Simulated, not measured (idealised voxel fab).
process module | voxel transistor to metal
cross-section cut | 285 nm wide | cells 5 nm
A cross-section is a grid of square cells, given in bands from the top down. A band is one or more rows of cells.
Each band's line starts with the height of the band's top and of its bottom, in nm. Then come its materials from left to right, each with its width in nm. One material with "throughout" fills the band from edge to edge. "air" is empty space.
Height 0 is the level under which the wafer as received is all one material. The lowest band goes on downwards, as in "0 down".
A width such as "30 to 40" changes by the same amount from each row of cells to the next, from the band's top row to its bottom row.
"no change" after a step means that no cell of the cross-section changed.
closed voids: empty space of 8 cells or more with no open way to the top, each as width x height at its distance from the left edge, in nm
after a step's settings: what the simulator itself notes on the step
overlay nm, on a step with a mask: how far to the right of its planned place the mask lay; to the left if negative
plan
1 op RECEIVE | material Si
2 op OXIDIZE | depth nm 5
3 op CONFORMAL_DEP | material SiN | thk nm 15
4 op DIRECTIONAL_DEP | material aC | thk nm 15
5 op PATTERN | tone cover | mask id ACTIVE | material resist | width nm 100 | pitch nm 120 | thk nm 35 | overlay nm 0
6 op DIRECTIONAL_ETCH | etch materials aC | depth nm 15
7 op STRIP | etch materials resist
8 op DIRECTIONAL_ETCH | etch materials SiN | depth nm 15
9 op DIRECTIONAL_ETCH | etch materials SiO2 | depth nm 5
10 op DIRECTIONAL_ETCH | etch materials Si | depth nm 30
11 op STRIP | etch materials aC
12 op OXIDIZE | depth nm 5
13 op FILL_DEP | material SiO2 | thk nm 15
14 op CMP | height nm 15
15 op SELECTIVE_ETCH | etch materials SiO2 | depth nm 10
16 op STRIP | etch materials SiN
17 op SELECTIVE_ETCH | etch materials SiO2 | depth nm 5
18 op OXIDIZE | depth nm 5
19 op DIRECTIONAL_DEP | material polySi | thk nm 30
20 op DIRECTIONAL_DEP | material SiCN | thk nm 10
21 op MASKED_ETCH | tone cover | mask id GATE | width nm 30 | pitch nm 120 | etch materials SiCN | depth nm 20 | overlay nm 0
22 op MASKED_ETCH | tone cover | mask id GATE | width nm 30 | pitch nm 120 | etch materials polySi | depth nm 40 | overlay nm 0
23 op CONFORMAL_DEP | material SiO2 | thk nm 5
24 op DIRECTIONAL_ETCH | etch materials SiO2 | depth nm 5
25 op CONFORMAL_DEP | material SiN | thk nm 5
26 op DIRECTIONAL_ETCH | etch materials SiN | depth nm 5
27 op DIRECTIONAL_ETCH | etch materials SiO2 | depth nm 5
28 op DIRECTIONAL_ETCH | etch materials Si | depth nm 5
29 op EPI | material SiGe | thk nm 5
30 op FILL_DEP | material SiO2 | thk nm 10
31 op CMP | height nm 25
32 op STRIP | etch materials polySi
33 op SELECTIVE_ETCH | etch materials SiO2 | depth nm 5
34 op CONFORMAL_DEP | material HfO2 | thk nm 5
35 op CONFORMAL_DEP | material TiN | thk nm 5
36 op FILL_DEP | material W | thk nm 10
37 op CMP | height nm 20
38 op DIRECTIONAL_DEP | material SiO2 | thk nm 15
39 op PATTERN | tone open | mask id CONTACT | material resist | width nm 15 | thk nm 15 | overlay nm 0
40 op DIRECTIONAL_ETCH | etch materials SiO2 | depth nm 45
41 op STRIP | etch materials resist
42 op CONFORMAL_DEP | material TiN | thk nm 5
43 op FILL_DEP | material W | thk nm 5
44 op CMP | height nm 35
45 op DIRECTIONAL_DEP | material TiN | thk nm 5
46 op DIRECTIONAL_DEP | material Ru | thk nm 25
47 op MASKED_ETCH | tone cover | mask id METAL_1 | width nm 15 | etch materials Ru | depth nm 25 | overlay nm 0
48 op MASKED_ETCH | tone cover | mask id METAL_1 | width nm 15 | etch materials TiN | depth nm 5 | overlay nm 0
49 op FILL_DEP | material SiO2 | thk nm 5
50 op CMP | height nm 65
51 op CONFORMAL_DEP | material SiN | thk nm 5
first wafer, as planned
as received, after step 1
  0 down: Si throughout
  closed voids: none
after step 2
  0 to -5: SiO2 throughout
  below -5: unchanged
after step 3
  15 to 0: SiN throughout
  below 0: unchanged
after step 4
  30 to 15: aC throughout
  below 15: unchanged
after step 5
  65 to 30: air 30 | resist 100 | air 20 | resist 100 | air 35
  below 30: unchanged
after step 6
  50 to 30: air 30 | resist 100 | air 20 | resist 100 | air 35
  30 to 15: air 30 | aC 100 | air 20 | aC 100 | air 35
  below 15: unchanged
after step 7
  30 to 15: air 30 | aC 100 | air 20 | aC 100 | air 35
  below 15: unchanged
after step 8
  30 to 15: air 30 | aC 100 | air 20 | aC 100 | air 35
  15 to 0: air 30 | SiN 100 | air 20 | SiN 100 | air 35
  below 0: unchanged
after step 9
  30 to 15: air 30 | aC 100 | air 20 | aC 100 | air 35
  15 to 0: air 30 | SiN 100 | air 20 | SiN 100 | air 35
  0 to -5: air 30 | SiO2 100 | air 20 | SiO2 100 | air 35
  below -5: unchanged
after step 10
  30 to 15: air 30 | aC 100 | air 20 | aC 100 | air 35
  15 to 0: air 30 | SiN 100 | air 20 | SiN 100 | air 35
  0 to -5: air 30 | SiO2 100 | air 20 | SiO2 100 | air 35
  -5 to -35: air 30 | Si 100 | air 20 | Si 100 | air 35
  below -35: unchanged
after step 11
  15 to 0: air 30 | SiN 100 | air 20 | SiN 100 | air 35
  below 0: unchanged
after step 12
  15 to 0: air 30 | SiN 100 | air 20 | SiN 100 | air 35
  0 to -5: air 30 | SiO2 100 | air 20 | SiO2 100 | air 35
  -5 to -35: air 30 | SiO2 5 | Si 90 | SiO2 5 | air 20 | SiO2 5 | Si 90 | SiO2 5 | air 35
  -35 to -40: SiO2 35 | Si 90 | SiO2 30 | Si 90 | SiO2 40
  below -40: unchanged
after step 13
  30 to 15: SiO2 throughout
  15 to 0: SiO2 30 | SiN 100 | SiO2 20 | SiN 100 | SiO2 35
  0 to -5: SiO2 throughout
  -5 to -40: SiO2 35 | Si 90 | SiO2 30 | Si 90 | SiO2 40
  below -40: unchanged
after step 14
  15 to 0: SiO2 30 | SiN 100 | SiO2 20 | SiN 100 | SiO2 35
  below 0: unchanged
after step 15
  15 to 5: air 30 | SiN 100 | air 20 | SiN 100 | air 35
  below 5: unchanged
after step 16
  5 to 0: SiO2 30 | air 100 | SiO2 20 | air 100 | SiO2 35
  below 0: unchanged
after step 17
  0 to -5: SiO2 25 | air 110 | SiO2 10 | air 110 | SiO2 30
  below -5: unchanged
after step 18
  0 to -5: SiO2 25 | air 110 | SiO2 10 | air 110 | SiO2 30
  -5 to -10: SiO2 throughout
  below -10: unchanged
after step 19
  30 to 25: polySi 25 | air 110 | polySi 10 | air 110 | polySi 30
  25 to 0: polySi throughout
  0 to -5: SiO2 25 | polySi 110 | SiO2 10 | polySi 110 | SiO2 30
  below -5: unchanged
after step 20
  40 to 35: SiCN 25 | air 110 | SiCN 10 | air 110 | SiCN 30
  35 to 30: SiCN throughout
  30 to 25: polySi 25 | SiCN 110 | polySi 10 | SiCN 110 | polySi 30
  below 25: unchanged
after step 21
  35 to 30: air 65 | SiCN 30 | air 90 | SiCN 30 | air 70
  30 to 25: polySi 25 | air 40 | SiCN 30 | air 40 | polySi 10 | air 40 | SiCN 30 | air 40 | polySi 30
  below 25: unchanged
after step 22
  35 to 25: air 65 | SiCN 30 | air 90 | SiCN 30 | air 70
  25 to 0: air 65 | polySi 30 | air 90 | polySi 30 | air 70
  0 to -5: SiO2 25 | air 40 | polySi 30 | air 40 | SiO2 10 | air 40 | polySi 30 | air 40 | SiO2 30
  below -5: unchanged
after step 23
  40 to 35: air 60 | SiO2 40 | air 80 | SiO2 40 | air 65
  35 to 25: air 60 | SiO2 5 | SiCN 30 | SiO2 5 | air 80 | SiO2 5 | SiCN 30 | SiO2 5 | air 65
  25 to 5: air 60 | SiO2 5 | polySi 30 | SiO2 5 | air 80 | SiO2 5 | polySi 30 | SiO2 5 | air 65
  5 to 0: SiO2 30 | air 30 | SiO2 5 | polySi 30 | SiO2 5 | air 30 | SiO2 20 | air 30 | SiO2 5 | polySi 30 | SiO2 5 | air 30 | SiO2 35
  0 to -5: SiO2 65 | polySi 30 | SiO2 90 | polySi 30 | SiO2 70
  below -5: unchanged
after step 24
  35 to 25: air 60 | SiO2 5 | SiCN 30 | SiO2 5 | air 80 | SiO2 5 | SiCN 30 | SiO2 5 | air 65
  25 to 0: air 60 | SiO2 5 | polySi 30 | SiO2 5 | air 80 | SiO2 5 | polySi 30 | SiO2 5 | air 65
  0 to -5: SiO2 30 | air 30 | SiO2 5 | polySi 30 | SiO2 5 | air 30 | SiO2 20 | air 30 | SiO2 5 | polySi 30 | SiO2 5 | air 30 | SiO2 35
  below -5: unchanged
after step 25
  40 to 35: air 55 | SiN 50 | air 70 | SiN 50 | air 60
  35 to 25: air 55 | SiN 5 | SiO2 5 | SiCN 30 | SiO2 5 | SiN 5 | air 70 | SiN 5 | SiO2 5 | SiCN 30 | SiO2 5 | SiN 5 | air 60
  25 to 5: air 55 | SiN 5 | SiO2 5 | polySi 30 | SiO2 5 | SiN 5 | air 70 | SiN 5 | SiO2 5 | polySi 30 | SiO2 5 | SiN 5 | air 60
  5 to 0: SiN 35 | air 20 | SiN 5 | SiO2 5 | polySi 30 | SiO2 5 | SiN 5 | air 20 | SiN 30 | air 20 | SiN 5 | SiO2 5 | polySi 30 | SiO2 5 | SiN 5 | air 20 | SiN 40
  0 to -5: SiO2 30 | SiN 30 | SiO2 5 | polySi 30 | SiO2 5 | SiN 30 | SiO2 20 | SiN 30 | SiO2 5 | polySi 30 | SiO2 5 | SiN 30 | SiO2 35
  below -5: unchanged
after step 26
  35 to 25: air 55 | SiN 5 | SiO2 5 | SiCN 30 | SiO2 5 | SiN 5 | air 70 | SiN 5 | SiO2 5 | SiCN 30 | SiO2 5 | SiN 5 | air 60
  25 to 0: air 55 | SiN 5 | SiO2 5 | polySi 30 | SiO2 5 | SiN 5 | air 70 | SiN 5 | SiO2 5 | polySi 30 | SiO2 5 | SiN 5 | air 60
  0 to -5: SiO2 30 | SiN 5 | air 20 | SiN 5 | SiO2 5 | polySi 30 | SiO2 5 | SiN 5 | air 20 | SiN 5 | SiO2 20 | SiN 5 | air 20 | SiN 5 | SiO2 5 | polySi 30 | SiO2 5 | SiN 5 | air 20 | SiN 5 | SiO2 35
  below -5: unchanged
after step 27
  35 to 30: air 55 | SiN 5 | air 5 | SiCN 30 | air 5 | SiN 5 | air 70 | SiN 5 | air 5 | SiCN 30 | air 5 | SiN 5 | air 60
  30 to 25: air 55 | SiN 5 | SiO2 5 | SiCN 30 | SiO2 5 | SiN 5 | air 70 | SiN 5 | SiO2 5 | SiCN 30 | SiO2 5 | SiN 5 | air 60
  25 to 0: air 55 | SiN 5 | SiO2 5 | polySi 30 | SiO2 5 | SiN 5 | air 70 | SiN 5 | SiO2 5 | polySi 30 | SiO2 5 | SiN 5 | air 60
  0 to -5: air 30 | SiN 5 | air 20 | SiN 5 | SiO2 5 | polySi 30 | SiO2 5 | SiN 5 | air 20 | SiN 5 | air 20 | SiN 5 | air 20 | SiN 5 | SiO2 5 | polySi 30 | SiO2 5 | SiN 5 | air 20 | SiN 5 | air 35
  -5 to -10: SiO2 35 | air 20 | SiO2 50 | air 20 | SiO2 30 | air 20 | SiO2 50 | air 20 | SiO2 40
  below -10: unchanged
after step 28
  35 to 30: air 55 | SiN 5 | air 5 | SiCN 30 | air 5 | SiN 5 | air 70 | SiN 5 | air 5 | SiCN 30 | air 5 | SiN 5 | air 60
  30 to 25: air 55 | SiN 5 | SiO2 5 | SiCN 30 | SiO2 5 | SiN 5 | air 70 | SiN 5 | SiO2 5 | SiCN 30 | SiO2 5 | SiN 5 | air 60
  25 to 0: air 55 | SiN 5 | SiO2 5 | polySi 30 | SiO2 5 | SiN 5 | air 70 | SiN 5 | SiO2 5 | polySi 30 | SiO2 5 | SiN 5 | air 60
  0 to -5: air 30 | SiN 5 | air 20 | SiN 5 | SiO2 5 | polySi 30 | SiO2 5 | SiN 5 | air 20 | SiN 5 | air 20 | SiN 5 | air 20 | SiN 5 | SiO2 5 | polySi 30 | SiO2 5 | SiN 5 | air 20 | SiN 5 | air 35
  -5 to -10: SiO2 35 | air 20 | SiO2 50 | air 20 | SiO2 30 | air 20 | SiO2 50 | air 20 | SiO2 40
  -10 to -15: SiO2 35 | air 20 | Si 50 | air 20 | SiO2 30 | air 20 | Si 50 | air 20 | SiO2 40
  below -15: unchanged
after step 29
  35 to 30: air 55 | SiN 5 | air 5 | SiCN 30 | air 5 | SiN 5 | air 70 | SiN 5 | air 5 | SiCN 30 | air 5 | SiN 5 | air 60
  30 to 25: air 55 | SiN 5 | SiO2 5 | SiCN 30 | SiO2 5 | SiN 5 | air 70 | SiN 5 | SiO2 5 | SiCN 30 | SiO2 5 | SiN 5 | air 60
  25 to 0: air 55 | SiN 5 | SiO2 5 | polySi 30 | SiO2 5 | SiN 5 | air 70 | SiN 5 | SiO2 5 | polySi 30 | SiO2 5 | SiN 5 | air 60
  0 to -5: air 30 | SiN 5 | air 20 | SiN 5 | SiO2 5 | polySi 30 | SiO2 5 | SiN 5 | air 20 | SiN 5 | air 20 | SiN 5 | air 20 | SiN 5 | SiO2 5 | polySi 30 | SiO2 5 | SiN 5 | air 20 | SiN 5 | air 35
  -5 to -10: SiO2 35 | air 15 | SiGe 5 | SiO2 50 | SiGe 5 | air 15 | SiO2 30 | air 15 | SiGe 5 | SiO2 50 | SiGe 5 | air 15 | SiO2 40
  -10 to -15: SiO2 35 | SiGe 20 | Si 50 | SiGe 20 | SiO2 30 | SiGe 20 | Si 50 | SiGe 20 | SiO2 40
  below -15: unchanged
after step 30
  45 to 35: SiO2 throughout
  35 to 25: SiO2 55 | SiN 5 | SiO2 5 | SiCN 30 | SiO2 5 | SiN 5 | SiO2 70 | SiN 5 | SiO2 5 | SiCN 30 | SiO2 5 | SiN 5 | SiO2 60
  25 to 0: SiO2 55 | SiN 5 | SiO2 5 | polySi 30 | SiO2 5 | SiN 5 | SiO2 70 | SiN 5 | SiO2 5 | polySi 30 | SiO2 5 | SiN 5 | SiO2 60
  0 to -5: SiO2 30 | SiN 5 | SiO2 20 | SiN 5 | SiO2 5 | polySi 30 | SiO2 5 | SiN 5 | SiO2 20 | SiN 5 | SiO2 20 | SiN 5 | SiO2 20 | SiN 5 | SiO2 5 | polySi 30 | SiO2 5 | SiN 5 | SiO2 20 | SiN 5 | SiO2 35
  -5 to -10: SiO2 50 | SiGe 5 | SiO2 50 | SiGe 5 | SiO2 60 | SiGe 5 | SiO2 50 | SiGe 5 | SiO2 55
  below -10: unchanged
after step 31
  25 to 0: SiO2 55 | SiN 5 | SiO2 5 | polySi 30 | SiO2 5 | SiN 5 | SiO2 70 | SiN 5 | SiO2 5 | polySi 30 | SiO2 5 | SiN 5 | SiO2 60
  below 0: unchanged
after step 32
  25 to 0: SiO2 55 | SiN 5 | SiO2 5 | air 30 | SiO2 5 | SiN 5 | SiO2 70 | SiN 5 | SiO2 5 | air 30 | SiO2 5 | SiN 5 | SiO2 60
  0 to -5: SiO2 30 | SiN 5 | SiO2 20 | SiN 5 | SiO2 5 | air 30 | SiO2 5 | SiN 5 | SiO2 20 | SiN 5 | SiO2 20 | SiN 5 | SiO2 20 | SiN 5 | SiO2 5 | air 30 | SiO2 5 | SiN 5 | SiO2 20 | SiN 5 | SiO2 35
  below -5: unchanged
after step 33
  25 to 20: air 55 | SiN 5 | air 40 | SiN 5 | air 70 | SiN 5 | air 40 | SiN 5 | air 60
  20 to 0: SiO2 55 | SiN 5 | air 40 | SiN 5 | SiO2 70 | SiN 5 | air 40 | SiN 5 | SiO2 60
  0 to -5: SiO2 30 | SiN 5 | SiO2 20 | SiN 5 | air 40 | SiN 5 | SiO2 20 | SiN 5 | SiO2 20 | SiN 5 | SiO2 20 | SiN 5 | air 40 | SiN 5 | SiO2 20 | SiN 5 | SiO2 35
  -5 to -10: SiO2 50 | SiGe 5 | SiO2 5 | air 40 | SiO2 5 | SiGe 5 | SiO2 60 | SiGe 5 | SiO2 5 | air 40 | SiO2 5 | SiGe 5 | SiO2 55
  below -10: unchanged
after step 34
  30 to 25: air 50 | HfO2 15 | air 30 | HfO2 15 | air 60 | HfO2 15 | air 30 | HfO2 15 | air 55
  25 to 20: HfO2 55 | SiN 5 | HfO2 5 | air 30 | HfO2 5 | SiN 5 | HfO2 70 | SiN 5 | HfO2 5 | air 30 | HfO2 5 | SiN 5 | HfO2 60
  20 to 0: SiO2 55 | SiN 5 | HfO2 5 | air 30 | HfO2 5 | SiN 5 | SiO2 70 | SiN 5 | HfO2 5 | air 30 | HfO2 5 | SiN 5 | SiO2 60
  0 to -5: SiO2 30 | SiN 5 | SiO2 20 | SiN 5 | HfO2 5 | air 30 | HfO2 5 | SiN 5 | SiO2 20 | SiN 5 | SiO2 20 | SiN 5 | SiO2 20 | SiN 5 | HfO2 5 | air 30 | HfO2 5 | SiN 5 | SiO2 20 | SiN 5 | SiO2 35
  -5 to -10: SiO2 50 | SiGe 5 | SiO2 5 | HfO2 40 | SiO2 5 | SiGe 5 | SiO2 60 | SiGe 5 | SiO2 5 | HfO2 40 | SiO2 5 | SiGe 5 | SiO2 55
  below -10: unchanged
after step 35
  35 to 30: air 45 | TiN 25 | air 20 | TiN 25 | air 50 | TiN 25 | air 20 | TiN 25 | air 50
  30 to 25: TiN 50 | HfO2 15 | TiN 5 | air 20 | TiN 5 | HfO2 15 | TiN 60 | HfO2 15 | TiN 5 | air 20 | TiN 5 | HfO2 15 | TiN 55
  25 to 20: HfO2 55 | SiN 5 | HfO2 5 | TiN 5 | air 20 | TiN 5 | HfO2 5 | SiN 5 | HfO2 70 | SiN 5 | HfO2 5 | TiN 5 | air 20 | TiN 5 | HfO2 5 | SiN 5 | HfO2 60
  20 to 0: SiO2 55 | SiN 5 | HfO2 5 | TiN 5 | air 20 | TiN 5 | HfO2 5 | SiN 5 | SiO2 70 | SiN 5 | HfO2 5 | TiN 5 | air 20 | TiN 5 | HfO2 5 | SiN 5 | SiO2 60
  0 to -5: SiO2 30 | SiN 5 | SiO2 20 | SiN 5 | HfO2 5 | TiN 30 | HfO2 5 | SiN 5 | SiO2 20 | SiN 5 | SiO2 20 | SiN 5 | SiO2 20 | SiN 5 | HfO2 5 | TiN 30 | HfO2 5 | SiN 5 | SiO2 20 | SiN 5 | SiO2 35
  below -5: unchanged
after step 36
  45 to 35: W throughout
  35 to 30: W 45 | TiN 25 | W 20 | TiN 25 | W 50 | TiN 25 | W 20 | TiN 25 | W 50
  30 to 25: TiN 50 | HfO2 15 | TiN 5 | W 20 | TiN 5 | HfO2 15 | TiN 60 | HfO2 15 | TiN 5 | W 20 | TiN 5 | HfO2 15 | TiN 55
  25 to 20: HfO2 55 | SiN 5 | HfO2 5 | TiN 5 | W 20 | TiN 5 | HfO2 5 | SiN 5 | HfO2 70 | SiN 5 | HfO2 5 | TiN 5 | W 20 | TiN 5 | HfO2 5 | SiN 5 | HfO2 60
  20 to 0: SiO2 55 | SiN 5 | HfO2 5 | TiN 5 | W 20 | TiN 5 | HfO2 5 | SiN 5 | SiO2 70 | SiN 5 | HfO2 5 | TiN 5 | W 20 | TiN 5 | HfO2 5 | SiN 5 | SiO2 60
  below 0: unchanged
after step 37
  20 to 0: SiO2 55 | SiN 5 | HfO2 5 | TiN 5 | W 20 | TiN 5 | HfO2 5 | SiN 5 | SiO2 70 | SiN 5 | HfO2 5 | TiN 5 | W 20 | TiN 5 | HfO2 5 | SiN 5 | SiO2 60
  below 0: unchanged
after step 38
  35 to 20: SiO2 throughout
  below 20: unchanged
after step 39
  50 to 35: resist 35 | air 15 | resist 60 | air 15 | resist 30 | air 15 | resist 60 | air 15 | resist 40
  below 35: unchanged
after step 40
  50 to 35: resist 35 | air 15 | resist 60 | air 15 | resist 30 | air 15 | resist 60 | air 15 | resist 40
  35 to 20: SiO2 35 | air 15 | SiO2 60 | air 15 | SiO2 30 | air 15 | SiO2 60 | air 15 | SiO2 40
  20 to 0: SiO2 35 | air 15 | SiO2 5 | SiN 5 | HfO2 5 | TiN 5 | W 20 | TiN 5 | HfO2 5 | SiN 5 | SiO2 5 | air 15 | SiO2 30 | air 15 | SiO2 5 | SiN 5 | HfO2 5 | TiN 5 | W 20 | TiN 5 | HfO2 5 | SiN 5 | SiO2 5 | air 15 | SiO2 40
  0 to -5: SiO2 30 | SiN 5 | air 15 | SiO2 5 | SiN 5 | HfO2 5 | TiN 30 | HfO2 5 | SiN 5 | SiO2 5 | air 15 | SiN 5 | SiO2 20 | SiN 5 | air 15 | SiO2 5 | SiN 5 | HfO2 5 | TiN 30 | HfO2 5 | SiN 5 | SiO2 5 | air 15 | SiN 5 | SiO2 35
  -5 to -10: SiO2 35 | air 15 | SiGe 5 | SiO2 5 | HfO2 40 | SiO2 5 | SiGe 5 | air 15 | SiO2 30 | air 15 | SiGe 5 | SiO2 5 | HfO2 40 | SiO2 5 | SiGe 5 | air 15 | SiO2 40
  below -10: unchanged
after step 41
  35 to 20: SiO2 35 | air 15 | SiO2 60 | air 15 | SiO2 30 | air 15 | SiO2 60 | air 15 | SiO2 40
  below 20: unchanged
after step 42
  40 to 35: TiN 40 | air 5 | TiN 70 | air 5 | TiN 40 | air 5 | TiN 70 | air 5 | TiN 45
  35 to 20: SiO2 35 | TiN 5 | air 5 | TiN 5 | SiO2 60 | TiN 5 | air 5 | TiN 5 | SiO2 30 | TiN 5 | air 5 | TiN 5 | SiO2 60 | TiN 5 | air 5 | TiN 5 | SiO2 40
  20 to 0: SiO2 35 | TiN 5 | air 5 | TiN 5 | SiO2 5 | SiN 5 | HfO2 5 | TiN 5 | W 20 | TiN 5 | HfO2 5 | SiN 5 | SiO2 5 | TiN 5 | air 5 | TiN 5 | SiO2 30 | TiN 5 | air 5 | TiN 5 | SiO2 5 | SiN 5 | HfO2 5 | TiN 5 | W 20 | TiN 5 | HfO2 5 | SiN 5 | SiO2 5 | TiN 5 | air 5 | TiN 5 | SiO2 40
  0 to -5: SiO2 30 | SiN 5 | TiN 5 | air 5 | TiN 5 | SiO2 5 | SiN 5 | HfO2 5 | TiN 30 | HfO2 5 | SiN 5 | SiO2 5 | TiN 5 | air 5 | TiN 5 | SiN 5 | SiO2 20 | SiN 5 | TiN 5 | air 5 | TiN 5 | SiO2 5 | SiN 5 | HfO2 5 | TiN 30 | HfO2 5 | SiN 5 | SiO2 5 | TiN 5 | air 5 | TiN 5 | SiN 5 | SiO2 35
  -5 to -10: SiO2 35 | TiN 15 | SiGe 5 | SiO2 5 | HfO2 40 | SiO2 5 | SiGe 5 | TiN 15 | SiO2 30 | TiN 15 | SiGe 5 | SiO2 5 | HfO2 40 | SiO2 5 | SiGe 5 | TiN 15 | SiO2 40
  below -10: unchanged
after step 43
  45 to 40: W throughout
  40 to 35: TiN 40 | W 5 | TiN 70 | W 5 | TiN 40 | W 5 | TiN 70 | W 5 | TiN 45
  35 to 20: SiO2 35 | TiN 5 | W 5 | TiN 5 | SiO2 60 | TiN 5 | W 5 | TiN 5 | SiO2 30 | TiN 5 | W 5 | TiN 5 | SiO2 60 | TiN 5 | W 5 | TiN 5 | SiO2 40
  20 to 0: SiO2 35 | TiN 5 | W 5 | TiN 5 | SiO2 5 | SiN 5 | HfO2 5 | TiN 5 | W 20 | TiN 5 | HfO2 5 | SiN 5 | SiO2 5 | TiN 5 | W 5 | TiN 5 | SiO2 30 | TiN 5 | W 5 | TiN 5 | SiO2 5 | SiN 5 | HfO2 5 | TiN 5 | W 20 | TiN 5 | HfO2 5 | SiN 5 | SiO2 5 | TiN 5 | W 5 | TiN 5 | SiO2 40
  0 to -5: SiO2 30 | SiN 5 | TiN 5 | W 5 | TiN 5 | SiO2 5 | SiN 5 | HfO2 5 | TiN 30 | HfO2 5 | SiN 5 | SiO2 5 | TiN 5 | W 5 | TiN 5 | SiN 5 | SiO2 20 | SiN 5 | TiN 5 | W 5 | TiN 5 | SiO2 5 | SiN 5 | HfO2 5 | TiN 30 | HfO2 5 | SiN 5 | SiO2 5 | TiN 5 | W 5 | TiN 5 | SiN 5 | SiO2 35
  below -5: unchanged
after step 44
  35 to 20: SiO2 35 | TiN 5 | W 5 | TiN 5 | SiO2 60 | TiN 5 | W 5 | TiN 5 | SiO2 30 | TiN 5 | W 5 | TiN 5 | SiO2 60 | TiN 5 | W 5 | TiN 5 | SiO2 40
  below 20: unchanged
after step 45
  40 to 35: TiN throughout
  below 35: unchanged
after step 46
  65 to 40: Ru throughout
  below 40: unchanged
after step 47
  65 to 40: air 35 | Ru 15 | air 60 | Ru 15 | air 30 | Ru 15 | air 60 | Ru 15 | air 40
  below 40: unchanged
after step 48
  65 to 40: air 35 | Ru 15 | air 60 | Ru 15 | air 30 | Ru 15 | air 60 | Ru 15 | air 40
  40 to 35: air 35 | TiN 15 | air 60 | TiN 15 | air 30 | TiN 15 | air 60 | TiN 15 | air 40
  below 35: unchanged
after step 49
  70 to 65: SiO2 throughout
  65 to 40: SiO2 35 | Ru 15 | SiO2 60 | Ru 15 | SiO2 30 | Ru 15 | SiO2 60 | Ru 15 | SiO2 40
  40 to 35: SiO2 35 | TiN 15 | SiO2 60 | TiN 15 | SiO2 30 | TiN 15 | SiO2 60 | TiN 15 | SiO2 40
  below 35: unchanged
after step 50
  65 to 40: SiO2 35 | Ru 15 | SiO2 60 | Ru 15 | SiO2 30 | Ru 15 | SiO2 60 | Ru 15 | SiO2 40
  below 40: unchanged
after step 51
  70 to 65: SiN throughout
  below 65: unchanged
second wafer: like start, like plan, one mistake. Through step 44 it matches the first wafer
when step 45 should have ended
  40 to 35: SiCN throughout
  below 35: unchanged
when step 46 should have ended
  65 to 40: Ru throughout
  below 40: unchanged
when step 47 should have ended
  65 to 40: air 35 | Ru 15 | air 60 | Ru 15 | air 30 | Ru 15 | air 60 | Ru 15 | air 40
  below 40: unchanged
when step 48 should have ended: no change
when step 49 should have ended
  70 to 65: SiO2 throughout
  65 to 40: SiO2 35 | Ru 15 | SiO2 60 | Ru 15 | SiO2 30 | Ru 15 | SiO2 60 | Ru 15 | SiO2 40
  below 40: unchanged
when step 50 should have ended
  65 to 40: SiO2 35 | Ru 15 | SiO2 60 | Ru 15 | SiO2 30 | Ru 15 | SiO2 60 | Ru 15 | SiO2 40
  below 40: unchanged
when step 51 should have ended
  70 to 65: SiN throughout
  below 65: unchanged
what went wrong: step 45 ran as: op DIRECTIONAL_DEP | material SiCN | thk nm 5
at the end the second wafer has, in cells: 57 more of SiCN | 45 fewer of SiO2 | 12 fewer of TiN
